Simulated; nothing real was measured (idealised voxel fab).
process module | voxel spacer lines
cross-section cut | 205 nm wide | cells 5 nm
A cross-section is a grid of square cells, given in bands from the top down. A band is one or more rows of cells.
Each band's line starts with the height of the band's top and of its bottom, in nm. Then come its materials from left to right, each with its width in nm. One material with "throughout" fills the band from edge to edge. "air" is empty space.
Height 0 is the level under which the wafer as received is all one material. The lowest band goes on downwards, as in "0 down".
A width such as "30 to 40" changes by the same amount from each row of cells to the next, from the band's top row to its bottom row.
"no change" after a step means that no cell of the cross-section changed.
closed voids: empty space of 8 cells or more with no open way to the top, each as width x height at its distance from the left edge, in nm
after a step's settings: what the simulator itself notes on the step
overlay nm, on a step with a mask: how far to the right of its planned place the mask lay; to the left if negative
plan
1 op RECEIVE | material Si
2 op CONFORMAL_DEP | material Al2O3 | thk nm 5
3 op DIRECTIONAL_DEP | material polySi | thk nm 20
4 op DIRECTIONAL_DEP | material aC | thk nm 20
5 op PATTERN | tone cover | mask id MANDREL | material resist | width nm 25 | pitch nm 70 | thk nm 30 | overlay nm 0
6 op DIRECTIONAL_ETCH | etch materials aC | depth nm 20
7 op STRIP | etch materials resist
8 op CONFORMAL_DEP | material SiN | thk nm 10
9 op DIRECTIONAL_ETCH | etch materials SiN | depth nm 10
10 op STRIP | etch materials aC
11 op DIRECTIONAL_ETCH | etch materials polySi | depth nm 20
12 op STRIP | etch materials SiN
13 op FILL_DEP | material SiO2 | thk nm 10
14 op CMP | height nm 25
as received, after step 1
  0 down: Si throughout
  closed voids: none
first wafer at the end, as planned
  25 to 5: SiO2 45 | polySi 10 | SiO2 25 | polySi 10 | SiO2 25 | polySi 10 | SiO2 25 | polySi 10 | SiO2 45
  5 to 0: Al2O3 throughout
  0 down: Si throughout
  closed voids: none
second wafer at the end: like start, like plan, one mistake
  25 to 5: SiO2 40 | polySi 10 | SiO2 25 | polySi 10 | SiO2 25 | polySi 10 | SiO2 25 | polySi 10 | SiO2 50
  5 to 0: Al2O3 throughout
  0 down: Si throughout
  closed voids: none
what went wrong: step 5 ran as: op PATTERN | tone cover | mask id MANDREL | material resist | width nm 25 | pitch nm 70 | thk nm 30 | overlay nm -5
at the end the second wafer has, in cells: as many of each material as the first, in other places
